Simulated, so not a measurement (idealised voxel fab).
Process module under the name voxel self aligned vias
Cross-sectional view cut (width: 260 nm; square cell size: 5 nm).
Cross-section layout: square cells on a grid; listed as bands, top to bottom; a band spans one or more cell rows.
Heads up on the band format: heights come first, top then bottom, in nm. After that it's the materials left to right, each with its width in nm. A single material flagged "edge to edge" fills the whole band edge to edge, and "blank" means there's empty space there.
Ref level 0: as-received wafer is one material below here. Bottom band extends down with no lower bound ("0 -> down").
The width entry "30..40" should be interpreted row by row: the top row of cells in the band takes the first number, the bottom row takes the second number, and the change between adjacent rows is uniform throughout.
Step marked "no alteration"? Then no cell in the cross-section changed in it.
So "Closed internal voids" is basically the list of trapped voids: any empty space of 8 cells or more that can't reach the top through an opening. They're written width x height at distance, the distance being from the left edge, and it's all nm.
On each step's line, the part that comes after the settings is the simulator's own comment on the step.
A step's line can hold "overlay nm"; with a mask on that step, the setting says how far right of the planned place the mask lay, while a negative setting says it lay to the left.

The steps planned for the process are as follows
1: RECEIVE with material Si
2: CONFORMAL_DEP with material SiO2, thk nm 15
3: CONFORMAL_DEP with material SiCN, thk nm 5
4: DIRECTIONAL_DEP with material SiO2, thk nm 30
5: PATTERN with tone open, mask id LINES, material resist, width nm 30, pitch nm 60, thk nm 20, overlay nm 0
6: DIRECTIONAL_ETCH with etch materials SiO2, depth nm 30
7: STRIP with etch materials resist
8: CONFORMAL_DEP with material TiN, thk nm 5
9: FILL_DEP with material Ru, thk nm 10
10: CMP with height nm 50
11: SELECTIVE_ETCH with etch materials W Ru TiN, depth nm 5
12: FILL_DEP with material SiN, thk nm 10
13: CMP with height nm 50
14: DIRECTIONAL_DEP with material SiO2, thk nm 15
15: MASKED_ETCH with tone open, mask id VIAS, width nm 40, pitch nm 60, etch materials SiO2, depth nm 15, overlay nm 0
16: MASKED_ETCH with tone open, mask id VIAS, width nm 40, pitch nm 60, etch materials SiN, depth nm 5, overlay nm 0
17: CONFORMAL_DEP with material TiN, thk nm 5
18: FILL_DEP with material W, thk nm 10
19: CMP with height nm 65
20: CONFORMAL_DEP with material SiCN, thk nm 5

first wafer, as planned

Cross-section of the incoming wafer, state after step 1
> 0 -> down = Si edge to edge
> Closed internal voids: none

After step 2: wafer cross-section
> 15 -> 0 = SiO2 edge to edge
> Note: structure below 0 unchanged.

After step 3: wafer cross-section
> 20 -> 15 = SiCN edge to edge
> Note: structure below 15 unchanged.

After step 4: wafer cross-section
> 50 -> 20 = SiO2 edge to edge
> Note: structure below 20 unchanged.

After step 5: wafer cross-section
> 70 -> 50 = 55 nm resist, 30 nm blank, 30 nm resist, 30 nm blank, 30 nm resist, 30 nm blank, 55 nm resist
> Note: structure below 50 unchanged.

After step 6: wafer cross-section
> 70 -> 50 = 55 nm resist, 30 nm blank, 30 nm resist, 30 nm blank, 30 nm resist, 30 nm blank, 55 nm resist
> 50 -> 20 = 55 nm SiO2, 30 nm blank, 30 nm SiO2, 30 nm blank, 30 nm SiO2, 30 nm blank, 55 nm SiO2
> Note: structure below 20 unchanged.

After step 7: wafer cross-section
> 50 -> 20 = 55 nm SiO2, 30 nm blank, 30 nm SiO2, 30 nm blank, 30 nm SiO2, 30 nm blank, 55 nm SiO2
> Note: structure below 20 unchanged.

After step 8: wafer cross-section
> 55 -> 50 = 60 nm TiN, 20 nm blank, 40 nm TiN, 20 nm blank, 40 nm TiN, 20 nm blank, 60 nm TiN
> 50 -> 25 = 55 nm SiO2, 5 nm TiN, 20 nm blank, 5 nm TiN, 30 nm SiO2, 5 nm TiN, 20 nm blank, 5 nm TiN, 30 nm SiO2, 5 nm TiN, 20 nm blank, 5 nm TiN, 55 nm SiO2
> 25 -> 20 = 55 nm SiO2, 30 nm TiN, 30 nm SiO2, 30 nm TiN, 30 nm SiO2, 30 nm TiN, 55 nm SiO2
> Note: structure below 20 unchanged.

After step 9: wafer cross-section
> 65 -> 55 = Ru edge to edge
> 55 -> 50 = 60 nm TiN, 20 nm Ru, 40 nm TiN, 20 nm Ru, 40 nm TiN, 20 nm Ru, 60 nm TiN
> 50 -> 25 = 55 nm SiO2, 5 nm TiN, 20 nm Ru, 5 nm TiN, 30 nm SiO2, 5 nm TiN, 20 nm Ru, 5 nm TiN, 30 nm SiO2, 5 nm TiN, 20 nm Ru, 5 nm TiN, 55 nm SiO2
> Note: structure below 25 unchanged.

After step 10: wafer cross-section
> 50 -> 25 = 55 nm SiO2, 5 nm TiN, 20 nm Ru, 5 nm TiN, 30 nm SiO2, 5 nm TiN, 20 nm Ru, 5 nm TiN, 30 nm SiO2, 5 nm TiN, 20 nm Ru, 5 nm TiN, 55 nm SiO2
> Note: structure below 25 unchanged.

After step 11: wafer cross-section
> 50 -> 45 = 55 nm SiO2, 30 nm blank, 30 nm SiO2, 30 nm blank, 30 nm SiO2, 30 nm blank, 55 nm SiO2
> Note: structure below 45 unchanged.

After step 12: wafer cross-section
> 60 -> 50 = SiN edge to edge
> 50 -> 45 = 55 nm SiO2, 30 nm SiN, 30 nm SiO2, 30 nm SiN, 30 nm SiO2, 30 nm SiN, 55 nm SiO2
> Note: structure below 45 unchanged.

After step 13: wafer cross-section
> 50 -> 45 = 55 nm SiO2, 30 nm SiN, 30 nm SiO2, 30 nm SiN, 30 nm SiO2, 30 nm SiN, 55 nm SiO2
> Note: structure below 45 unchanged.

After step 14: wafer cross-section
> 65 -> 50 = SiO2 edge to edge
> Note: structure below 50 unchanged.

After step 15: wafer cross-section
> 65 -> 50 = 50 nm SiO2, 40 nm blank, 20 nm SiO2, 40 nm blank, 20 nm SiO2, 40 nm blank, 50 nm SiO2
> Note: structure below 50 unchanged.

After step 16: wafer cross-section
> 65 -> 50 = 50 nm SiO2, 40 nm blank, 20 nm SiO2, 40 nm blank, 20 nm SiO2, 40 nm blank, 50 nm SiO2
> 50 -> 45 = 55 nm SiO2, 30 nm blank, 30 nm SiO2, 30 nm blank, 30 nm SiO2, 30 nm blank, 55 nm SiO2
> Note: structure below 45 unchanged.

After step 17: wafer cross-section
> 70 -> 65 = 55 nm TiN, 30 nm blank, 30 nm TiN, 30 nm blank, 30 nm TiN, 30 nm blank, 55 nm TiN
> 65 -> 55 = 50 nm SiO2, 5 nm TiN, 30 nm blank, 5 nm TiN, 20 nm SiO2, 5 nm TiN, 30 nm blank, 5 nm TiN, 20 nm SiO2, 5 nm TiN, 30 nm blank, 5 nm TiN, 50 nm SiO2
> 55 -> 50 = 50 nm SiO2, 10 nm TiN, 20 nm blank, 10 nm TiN, 20 nm SiO2, 10 nm TiN, 20 nm blank, 10 nm TiN, 20 nm SiO2, 10 nm TiN, 20 nm blank, 10 nm TiN, 50 nm SiO2
> 50 -> 45 = 55 nm SiO2, 30 nm TiN, 30 nm SiO2, 30 nm TiN, 30 nm SiO2, 30 nm TiN, 55 nm SiO2
> Note: structure below 45 unchanged.

After step 18: wafer cross-section
> 80 -> 70 = W edge to edge
> 70 -> 65 = 55 nm TiN, 30 nm W, 30 nm TiN, 30 nm W, 30 nm TiN, 30 nm W, 55 nm TiN
> 65 -> 55 = 50 nm SiO2, 5 nm TiN, 30 nm W, 5 nm TiN, 20 nm SiO2, 5 nm TiN, 30 nm W, 5 nm TiN, 20 nm SiO2, 5 nm TiN, 30 nm W, 5 nm TiN, 50 nm SiO2
> 55 -> 50 = 50 nm SiO2, 10 nm TiN, 20 nm W, 10 nm TiN, 20 nm SiO2, 10 nm TiN, 20 nm W, 10 nm TiN, 20 nm SiO2, 10 nm TiN, 20 nm W, 10 nm TiN, 50 nm SiO2
> Note: structure below 50 unchanged.

After step 19: wafer cross-section
> 65 -> 55 = 50 nm SiO2, 5 nm TiN, 30 nm W, 5 nm TiN, 20 nm SiO2, 5 nm TiN, 30 nm W, 5 nm TiN, 20 nm SiO2, 5 nm TiN, 30 nm W, 5 nm TiN, 50 nm SiO2
> Note: structure below 55 unchanged.

After step 20: wafer cross-section
> 70 -> 65 = SiCN edge to edge
> Note: structure below 65 unchanged.

Notes, second wafer: start = first wafer's, plan = first wafer's, execution had one mistake; history identical to first through step 4

Look at the second wafer in cross-section at the time step 5 ought to have finished
> 70 -> 50 = 50 nm resist, 30 nm blank, 30 nm resist, 30 nm blank, 30 nm resist, 30 nm blank, 60 nm resist
> Note: structure below 50 unchanged.

Look at the second wafer in cross-section at the time step 6 ought to have finished
> 70 -> 50 = 50 nm resist, 30 nm blank, 30 nm resist, 30 nm blank, 30 nm resist, 30 nm blank, 60 nm resist
> 50 -> 20 = 50 nm SiO2, 30 nm blank, 30 nm SiO2, 30 nm blank, 30 nm SiO2, 30 nm blank, 60 nm SiO2
> Note: structure below 20 unchanged.

Look at the second wafer in cross-section at the time step 7 ought to have finished
> 50 -> 20 = 50 nm SiO2, 30 nm blank, 30 nm SiO2, 30 nm blank, 30 nm SiO2, 30 nm blank, 60 nm SiO2
> Note: structure below 20 unchanged.

Look at the second wafer in cross-section at the time step 8 ought to have finished
> 55 -> 50 = 55 nm TiN, 20 nm blank, 40 nm TiN, 20 nm blank, 40 nm TiN, 20 nm blank, 65 nm TiN
> 50 -> 25 = 50 nm SiO2, 5 nm TiN, 20 nm blank, 5 nm TiN, 30 nm SiO2, 5 nm TiN, 20 nm blank, 5 nm TiN, 30 nm SiO2, 5 nm TiN, 20 nm blank, 5 nm TiN, 60 nm SiO2
> 25 -> 20 = 50 nm SiO2, 30 nm TiN, 30 nm SiO2, 30 nm TiN, 30 nm SiO2, 30 nm TiN, 60 nm SiO2
> Note: structure below 20 unchanged.

Look at the second wafer in cross-section at the time step 9 ought to have finished
> 65 -> 55 = Ru edge to edge
> 55 -> 50 = 55 nm TiN, 20 nm Ru, 40 nm TiN, 20 nm Ru, 40 nm TiN, 20 nm Ru, 65 nm TiN
> 50 -> 25 = 50 nm SiO2, 5 nm TiN, 20 nm Ru, 5 nm TiN, 30 nm SiO2, 5 nm TiN, 20 nm Ru, 5 nm TiN, 30 nm SiO2, 5 nm TiN, 20 nm Ru, 5 nm TiN, 60 nm SiO2
> Note: structure below 25 unchanged.

Look at the second wafer in cross-section at the time step 10 ought to have finished
> 50 -> 25 = 50 nm SiO2, 5 nm TiN, 20 nm Ru, 5 nm TiN, 30 nm SiO2, 5 nm TiN, 20 nm Ru, 5 nm TiN, 30 nm SiO2, 5 nm TiN, 20 nm Ru, 5 nm TiN, 60 nm SiO2
> Note: structure below 25 unchanged.

Look at the second wafer in cross-section at the time step 11 ought to have finished
> 50 -> 45 = 50 nm SiO2, 30 nm blank, 30 nm SiO2, 30 nm blank, 30 nm SiO2, 30 nm blank, 60 nm SiO2
> Note: structure below 45 unchanged.

Look at the second wafer in cross-section at the time step 12 ought to have finished
> 60 -> 50 = SiN edge to edge
> 50 -> 45 = 50 nm SiO2, 30 nm SiN, 30 nm SiO2, 30 nm SiN, 30 nm SiO2, 30 nm SiN, 60 nm SiO2
> Note: structure below 45 unchanged.

Look at the second wafer in cross-section at the time step 13 ought to have finished
> 50 -> 45 = 50 nm SiO2, 30 nm SiN, 30 nm SiO2, 30 nm SiN, 30 nm SiO2, 30 nm SiN, 60 nm SiO2
> Note: structure below 45 unchanged.

Look at the second wafer in cross-section at the time step 14 ought to have finished
> 65 -> 50 = SiO2 edge to edge
> Note: structure below 50 unchanged.

Look at the second wafer in cross-section at the time step 15 ought to have finished
> 65 -> 50 = 50 nm SiO2, 40 nm blank, 20 nm SiO2, 40 nm blank, 20 nm SiO2, 40 nm blank, 50 nm SiO2
> Note: structure below 50 unchanged.

Look at the second wafer in cross-section at the time step 16 ought to have finished
> 65 -> 50 = 50 nm SiO2, 40 nm blank, 20 nm SiO2, 40 nm blank, 20 nm SiO2, 40 nm blank, 50 nm SiO2
> 50 -> 45 = 50 nm SiO2, 30 nm blank, 30 nm SiO2, 30 nm blank, 30 nm SiO2, 30 nm blank, 60 nm SiO2
> Note: structure below 45 unchanged.

Look at the second wafer in cross-section at the time step 17 ought to have finished
> 70 -> 65 = 55 nm TiN, 30 nm blank, 30 nm TiN, 30 nm blank, 30 nm TiN, 30 nm blank, 55 nm TiN
> 65 -> 55 = 50 nm SiO2, 5 nm TiN, 30 nm blank, 5 nm TiN, 20 nm SiO2, 5 nm TiN, 30 nm blank, 5 nm TiN, 20 nm SiO2, 5 nm TiN, 30 nm blank, 5 nm TiN, 50 nm SiO2
> 55 -> 50 = 50 nm SiO2, 5 nm TiN, 20 nm blank, 15 nm TiN, 20 nm SiO2, 5 nm TiN, 20 nm blank, 15 nm TiN, 20 nm SiO2, 5 nm TiN, 20 nm blank, 15 nm TiN, 50 nm SiO2
> 50 -> 45 = 50 nm SiO2, 30 nm TiN, 30 nm SiO2, 30 nm TiN, 30 nm SiO2, 30 nm TiN, 60 nm SiO2
> Note: structure below 45 unchanged.

Look at the second wafer in cross-section at the time step 18 ought to have finished
> 80 -> 70 = W edge to edge
> 70 -> 65 = 55 nm TiN, 30 nm W, 30 nm TiN, 30 nm W, 30 nm TiN, 30 nm W, 55 nm TiN
> 65 -> 55 = 50 nm SiO2, 5 nm TiN, 30 nm W, 5 nm TiN, 20 nm SiO2, 5 nm TiN, 30 nm W, 5 nm TiN, 20 nm SiO2, 5 nm TiN, 30 nm W, 5 nm TiN, 50 nm SiO2
> 55 -> 50 = 50 nm SiO2, 5 nm TiN, 20 nm W, 15 nm TiN, 20 nm SiO2, 5 nm TiN, 20 nm W, 15 nm TiN, 20 nm SiO2, 5 nm TiN, 20 nm W, 15 nm TiN, 50 nm SiO2
> Note: structure below 50 unchanged.

Look at the second wafer in cross-section at the time step 19 ought to have finished
> 65 -> 55 = 50 nm SiO2, 5 nm TiN, 30 nm W, 5 nm TiN, 20 nm SiO2, 5 nm TiN, 30 nm W, 5 nm TiN, 20 nm SiO2, 5 nm TiN, 30 nm W, 5 nm TiN, 50 nm SiO2
> Note: structure below 55 unchanged.

Look at the second wafer in cross-section at the time step 20 ought to have finished
> 70 -> 65 = SiCN edge to edge
> Note: structure below 65 unchanged.
Here's what went sideways: step 5 ran differently from the plan; actual operation with settings: PATTERN with tone open, mask id LINES, material resist, width nm 30, pitch nm 60, thk nm 20, overlay nm -5
Heads up: at the end the two wafers have identical cell counts per material, they're just laid out differently.
